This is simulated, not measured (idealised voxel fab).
Herein follows the process module entitled voxel wiring stack.
This is section cut - it's 225 nm across, gridded in 5 nm square cells.
For the purposes of this document, a cross-section shall be understood as a grid of square cells, specified as bands listed in top-to-bottom order, each band consisting of one or more rows of cells. A band entry consists of two parts. The first gives the height of the band's top and the height of its bottom, in nm. The rest lists the band's materials from left to right, each with its width in nm. A single material labelled with the word "edge to edge" fills the band from edge to edge, and the word "empty" marks empty space. Heights are reckoned from 0. Under this level, the received wafer is all of one material. The bottommost band is open-ended downward, for example "from 0 down". When a width is written as two numbers, as in "30..40", the first number is the width in the top row of cells of the band and the second is the width in its bottom row, and the width changes by the same amount from each row to the next. The designation "everything unchanged", where it is given for a processing step, indicates that no cell of the cross-section was altered in the course of that step. Enclosed void list: empty space of 8 cells or more with no open way to the top, each as width x height at its distance from the left edge, in nm. Read whatever lies past the settings on a step's line as the simulator's own remark about the step. You can add "overlay nm" to a step's line. For a step with a mask, it describes how far the mask lay to the right of its planned position, and a negative number describes a lay to the left.
-- The following list gives the planned process steps
1 RECEIVE,material Si
2 CONFORMAL_DEP,material SiO2,thk nm 15
3 DIRECTIONAL_DEP,material TiN,thk nm 5
4 DIRECTIONAL_DEP,material Ru,thk nm 25
5 PATTERN,tone cover,mask id METAL_1,material resist,width nm 25,pitch nm 40,thk nm 20,overlay nm 0
6 DIRECTIONAL_ETCH,etch materials Ru,depth nm 25
7 DIRECTIONAL_ETCH,etch materials TiN,depth nm 5
8 STRIP,etch materials resist
9 FILL_DEP,material SiO2,thk nm 5
10 CMP,height nm 45
11 CONFORMAL_DEP,material SiCN,thk nm 5
12 DIRECTIONAL_DEP,material SiO2,thk nm 30
13 PATTERN,tone open,mask id METAL_2_HOLES,material resist,width nm 15,pitch nm 40,thk nm 15,overlay nm 0
14 DIRECTIONAL_ETCH,etch materials SiO2,depth nm 30
15 STRIP,etch materials resist
16 DIRECTIONAL_DEP,material aC,thk nm 15
17 PATTERN,tone open,mask id METAL_2,material resist,width nm 25,pitch nm 40,thk nm 35,overlay nm 0
18 DIRECTIONAL_ETCH,etch materials aC,depth nm 15
19 STRIP,etch materials resist
20 DIRECTIONAL_ETCH,etch materials SiO2,depth nm 20
21 DIRECTIONAL_ETCH,etch materials SiCN,depth nm 5
22 STRIP,etch materials aC
23 CONFORMAL_DEP,material TiN,thk nm 5
24 FILL_DEP,material Ru,thk nm 10
25 CMP,height nm 80
26 CONFORMAL_DEP,material SiCN,thk nm 5
27 DIRECTIONAL_DEP,material SiO2,thk nm 35
28 MASKED_ETCH,tone open,mask id METAL_3_HOLES,width nm 15,etch materials SiO2,depth nm 35,overlay nm 0
29 DIRECTIONAL_DEP,material aC,thk nm 10
30 PATTERN,tone open,mask id METAL_3,material resist,width nm 25,pitch nm 40,thk nm 25,overlay nm 0
31 DIRECTIONAL_ETCH,etch materials aC,depth nm 10
32 STRIP,etch materials resist
33 DIRECTIONAL_ETCH,etch materials SiO2,depth nm 20
34 DIRECTIONAL_ETCH,etch materials SiCN,depth nm 5
35 STRIP,etch materials aC
36 CONFORMAL_DEP,material TiN,thk nm 5
37 FILL_DEP,material Cu,thk nm 10
38 CMP,height nm 120
39 CONFORMAL_DEP,material SiCN,thk nm 5
40 DIRECTIONAL_DEP,material SiO2,thk nm 25
41 PATTERN,tone open,mask id METAL_4_HOLES,material resist,width nm 15,thk nm 15,overlay nm 0
42 DIRECTIONAL_ETCH,etch materials SiO2,depth nm 25
43 STRIP,etch materials resist
44 MASKED_ETCH,tone open,mask id METAL_4,width nm 25,pitch nm 40,etch materials SiO2,depth nm 15,overlay nm 0
45 MASKED_ETCH,tone open,mask id METAL_4,width nm 25,pitch nm 40,etch materials SiCN,depth nm 5,overlay nm 0
46 CONFORMAL_DEP,material TiN,thk nm 5
47 FILL_DEP,material Ru,thk nm 10
48 CMP,height nm 150
49 CONFORMAL_DEP,material SiN,thk nm 5
-- Wafer at receipt (post step 1), cross-section
* from 0 down: Si edge to edge
* Enclosed void list: none
-- Look at the cross-section after the module: the wafer started out the way shown above and the plan was the one shown above, yet one mistake was made along the way
* from 155 to 150: SiN edge to edge
* from 150 to 140: SiO2 80 | TiN 5 | Ru 15 | TiN 5 | SiO2 15 | TiN 5 | Ru 15 | TiN 5 | SiO2 80
* from 140 to 135: SiO2 80 | TiN 5 | Ru 5 | TiN 15 | SiO2 15 | TiN 25 | SiO2 80
* from 135 to 125: SiO2 80 | TiN 5 | Ru 5 | TiN 5 | SiO2 130
* from 125 to 120: SiCN 80 | TiN 15 | SiCN 130
* from 120 to 105: SiO2 80 | TiN 5 | Cu 15 | TiN 5 | SiO2 15 | TiN 5 | Cu 15 | TiN 5 | SiO2 80
* from 105 to 100: SiO2 80 | TiN 5 | Cu 5 | TiN 15 | SiO2 15 | TiN 25 | SiO2 80
* from 100 to 85: SiO2 80 | TiN 5 | Cu 5 | TiN 5 | SiO2 130
* from 85 to 80: SiCN 80 | TiN 15 | SiCN 130
* from 80 to 75: SiCN 80 | TiN 25 | SiCN 15 | TiN 25 | SiCN 80
* from 75 to 45: SiO2 edge to edge
* from 45 to 20: SiO2 80 | Ru 25 | SiO2 15 | Ru 25 | SiO2 80
* from 20 to 15: SiO2 80 | TiN 25 | SiO2 15 | TiN 25 | SiO2 80
* from 15 to 0: SiO2 edge to edge
* from 0 down: Si edge to edge
* Enclosed void list: none
Processing error: the intended sequence of steps 11 and 12 was reversed during processing, with each occupying the position of the other
